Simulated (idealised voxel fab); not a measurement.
process module | voxel wiring stack
cross-section cut | 275 nm wide | cells 5 nm
A cross-section is a grid of square cells, given in bands from the top down. A band is one or more rows of cells.
Each band's line starts with the height of the band's top and of its bottom, in nm. Then come its materials from left to right, each with its width in nm. One material with "throughout" fills the band from edge to edge. "air" is empty space.
Height 0 is the level under which the wafer as received is all one material. The lowest band goes on downwards, as in "0 down".
A width such as "30 to 40" changes by the same amount from each row of cells to the next, from the band's top row to its bottom row.
"no change" after a step means that no cell of the cross-section changed.
closed voids: empty space of 8 cells or more with no open way to the top, each as width x height at its distance from the left edge, in nm
after a step's settings: what the simulator itself notes on the step
overlay nm, on a step with a mask: how far to the right of its planned place the mask lay; to the left if negative
plan
1 op RECEIVE | material Si
2 op CONFORMAL_DEP | material SiO2 | thk nm 10
3 op DIRECTIONAL_DEP | material TiN | thk nm 5
4 op DIRECTIONAL_DEP | material W | thk nm 15
5 op DIRECTIONAL_DEP | material aC | thk nm 15
6 op PATTERN | tone cover | mask id METAL_1 | material resist | width nm 30 | pitch nm 55 | thk nm 30 | overlay nm 0
7 op DIRECTIONAL_ETCH | etch materials aC | depth nm 15
8 op STRIP | etch materials resist
9 op DIRECTIONAL_ETCH | etch materials W | depth nm 15
10 op DIRECTIONAL_ETCH | etch materials TiN | depth nm 5
11 op STRIP | etch materials aC
12 op CONFORMAL_DEP | material SiCN | thk nm 5
13 op FILL_DEP | material SiO2 | thk nm 10
14 op CMP | height nm 30
15 op CONFORMAL_DEP | material SiCN | thk nm 5
16 op DIRECTIONAL_DEP | material SiO2 | thk nm 20
17 op PATTERN | tone open | mask id PLUG_1 | material resist | width nm 15 | pitch nm 55 | thk nm 20 | overlay nm 0
18 op DIRECTIONAL_ETCH | etch materials SiO2 | depth nm 20
19 op DIRECTIONAL_ETCH | etch materials SiCN | depth nm 5
20 op STRIP | etch materials resist
21 op EPI | material Ru | thk nm 10
22 op EPI | material Ru | thk nm 10
23 op EPI | material Ru | thk nm 5
24 op DIRECTIONAL_DEP | material TiN | thk nm 5
25 op DIRECTIONAL_DEP | material Ru | thk nm 25
26 op DIRECTIONAL_DEP | material aC | thk nm 15
27 op PATTERN | tone cover | mask id METAL_2 | material resist | width nm 30 | pitch nm 55 | thk nm 35 | overlay nm 0
28 op DIRECTIONAL_ETCH | etch materials aC | depth nm 15
29 op STRIP | etch materials resist
30 op DIRECTIONAL_ETCH | etch materials Ru | depth nm 25
31 op DIRECTIONAL_ETCH | etch materials TiN | depth nm 5
32 op STRIP | etch materials aC
33 op FILL_DEP | material lowk | thk nm 5
34 op CMP | height nm 85
35 op CONFORMAL_DEP | material SiCN | thk nm 5
36 op DIRECTIONAL_DEP | material lowk | thk nm 20
37 op PATTERN | tone open | mask id PLUG_2 | material resist | width nm 15 | pitch nm 110 | thk nm 20 | overlay nm 0
38 op DIRECTIONAL_ETCH | etch materials lowk | depth nm 20
39 op DIRECTIONAL_ETCH | etch materials SiCN | depth nm 5
40 op STRIP | etch materials resist
41 op CONFORMAL_DEP | material TiN | thk nm 5
42 op FILL_DEP | material Ru | thk nm 10
43 op CMP | height nm 110
44 op DIRECTIONAL_DEP | material TiN | thk nm 5
45 op DIRECTIONAL_DEP | material Ru | thk nm 15
46 op PATTERN | tone cover | mask id METAL_3 | material resist | width nm 30 | pitch nm 55 | thk nm 20 | overlay nm 0
47 op DIRECTIONAL_ETCH | etch materials Ru | depth nm 15
48 op DIRECTIONAL_ETCH | etch materials TiN | depth nm 5
49 op STRIP | etch materials resist
50 op CONFORMAL_DEP | material SiN | thk nm 5
51 op FILL_DEP | material lowk | thk nm 10
52 op CMP | height nm 130
53 op CONFORMAL_DEP | material SiCN | thk nm 5
54 op DIRECTIONAL_DEP | material SiO2 | thk nm 30
55 op MASKED_ETCH | tone open | mask id METAL_4 | width nm 30 | pitch nm 55 | etch materials SiO2 | depth nm 20 | overlay nm 0
56 op MASKED_ETCH | tone open | mask id METAL_4_HOLES | width nm 15 | pitch nm 55 | etch materials SiO2 | depth nm 10 | overlay nm 0
57 op MASKED_ETCH | tone open | mask id METAL_4_HOLES | width nm 15 | pitch nm 55 | etch materials SiCN | depth nm 5 | overlay nm 0
58 op CONFORMAL_DEP | material TiN | thk nm 5
59 op FILL_DEP | material Cu | thk nm 5
60 op CMP | height nm 165
61 op CONFORMAL_DEP | material SiCN | thk nm 5
as received, after step 1
  0 down: Si throughout
  closed voids: none
a wafer at the end: this start, this plan, one mistake
  170 to 165: SiCN throughout
  165 to 150: SiO2 65 | TiN 5 | Cu 20 | TiN 5 | SiO2 25 | TiN 5 | Cu 20 | TiN 5 | SiO2 25 | TiN 5 | Cu 20 | TiN 5 | SiO2 70
  150 to 145: SiO2 65 | TiN 5 | Cu 5 | TiN 20 | SiO2 25 | TiN 5 | Cu 5 | TiN 20 | SiO2 25 | TiN 5 | Cu 5 | TiN 20 | SiO2 70
  145 to 135: SiO2 65 | TiN 5 | Cu 5 | TiN 5 | SiO2 40 | TiN 5 | Cu 5 | TiN 5 | SiO2 40 | TiN 5 | Cu 5 | TiN 5 | SiO2 85
  135 to 130: SiCN 65 | TiN 15 | SiCN 40 | TiN 15 | SiCN 40 | TiN 15 | SiCN 85
  130 to 115: lowk 60 | SiN 5 | Ru 30 | SiN 5 | lowk 15 | SiN 5 | Ru 30 | SiN 5 | lowk 15 | SiN 5 | Ru 30 | SiN 5 | lowk 65
  115 to 110: SiN 65 | TiN 30 | SiN 25 | TiN 30 | SiN 25 | TiN 30 | SiN 70
  110 to 90: lowk 65 | TiN 5 | Ru 5 | TiN 5 | lowk 95 | TiN 5 | Ru 5 | TiN 5 | lowk 85
  90 to 85: SiCN 65 | TiN 15 | SiCN 95 | TiN 15 | SiCN 85
  85 to 60: lowk 65 | Ru 30 | lowk 25 | Ru 30 | lowk 25 | Ru 30 | lowk 70
  60 to 55: Cu throughout
  55 to 35: SiO2 65 | Ru 15 | SiO2 40 | Ru 15 | SiO2 40 | Ru 15 | SiO2 85
  35 to 30: SiCN 65 | Ru 15 | SiCN 40 | Ru 15 | SiCN 40 | Ru 15 | SiCN 85
  30 to 15: SiO2 60 | SiCN 5 | W 30 | SiCN 5 | SiO2 15 | SiCN 5 | W 30 | SiCN 5 | SiO2 15 | SiCN 5 | W 30 | SiCN 5 | SiO2 65
  15 to 10: SiCN 65 | TiN 30 | SiCN 25 | TiN 30 | SiCN 25 | TiN 30 | SiCN 70
  10 to 0: SiO2 throughout
  0 down: Si throughout
  closed voids: none
what went wrong: step 24 ran as: op DIRECTIONAL_DEP | material Cu | thk nm 5
